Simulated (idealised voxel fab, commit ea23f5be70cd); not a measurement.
Process module name: voxel self aligned vias
Square cell edge 5 nm, section width 235 nm, ID cut.
Each cross-section below is a grid of square cells, stated as bands in top-down order, with one or more rows of cells making up each band. Band: top and bottom heights (nm) first, top before bottom; then materials from left to right, widths in nm. "full width" marks a sole material filling the band edge to edge. "air" denotes empty space. Height reference: 0 = level under which incoming wafer is all one material. Lowest band: no bottom, runs on downward, e.g. "0 and below". A width such as "30->40" changes by the same amount from each row of cells to the next, from the band's top row to its bottom row. "no change" (step): cross-section cells unchanged, all of them. So "Internal closed voids" is basically the list of trapped voids: any empty space of 8 cells or more that can't reach the top through an opening. They're written width x height at distance, the distance being from the left edge, and it's all nm. That trailing text on a step's line, after the settings, is the simulator's own remark on the step. overlay nm: how far to the right of its planned place the mask lay on this masked step (negative: to the left).

[Steps in the process plan]
1. RECEIVE (material Si)
2. CONFORMAL_DEP (material SiO2; thk nm 10)
3. CONFORMAL_DEP (material SiCN; thk nm 5)
4. DIRECTIONAL_DEP (material SiO2; thk nm 20)
5. PATTERN (tone open; mask id LINES; material resist; width nm 20; pitch nm 60; thk nm 20; overlay nm 0)
6. DIRECTIONAL_ETCH (etch materials SiO2; depth nm 20)
7. STRIP (etch materials resist)
8. CONFORMAL_DEP (material TiN; thk nm 5)
9. FILL_DEP (material Ru; thk nm 5)
10. CMP (height nm 35)
11. SELECTIVE_ETCH (etch materials W Ru TiN; depth nm 10)
12. FILL_DEP (material SiN; thk nm 5)
13. CMP (height nm 35)
14. DIRECTIONAL_DEP (material SiO2; thk nm 20)
15. DIRECTIONAL_DEP (material aC; thk nm 15)
16. PATTERN (tone open; mask id VIAS; material resist; width nm 30; thk nm 35; overlay nm 0)
17. DIRECTIONAL_ETCH (etch materials aC; depth nm 15)
18. STRIP (etch materials resist)
19. DIRECTIONAL_ETCH (etch materials SiO2; depth nm 20)
20. DIRECTIONAL_ETCH (etch materials SiN; depth nm 10)
21. STRIP (etch materials aC)
22. CONFORMAL_DEP (material TiN; thk nm 5)
23. FILL_DEP (material Ru; thk nm 5)
24. CMP (height nm 55)
25. CONFORMAL_DEP (material SiN; thk nm 5)

[Cross-section of the incoming wafer, state after step 1]
	0 and below | Si full width
	Internal closed voids: none

[Post-module cross-section: identical start and plan to those above, one misstep in execution]
	60 down to 55 | SiN full width
	55 down to 35 | 70 SiO2, then 5 TiN, then 20 Ru, then 5 TiN, then 135 SiO2
	35 down to 30 | 70 SiN, then 10 TiN, then 10 Ru, then 10 TiN, then 135 SiN
	30 down to 25 | 75 SiO2, then 20 TiN, then 40 SiO2, then 20 SiN, then 80 SiO2
	25 down to 15 | 75 SiO2, then 5 TiN, then 10 Ru, then 5 TiN, then 40 SiO2, then 5 TiN, then 10 Ru, then 5 TiN, then 80 SiO2
	15 down to 10 | 75 SiO2, then 20 TiN, then 40 SiO2, then 20 TiN, then 80 SiO2
	10 down to 0 | SiO2 full width
	0 and below | Si full width
	Internal closed voids: none
Here's what went sideways: step 3 of the plan was jumped over and never run
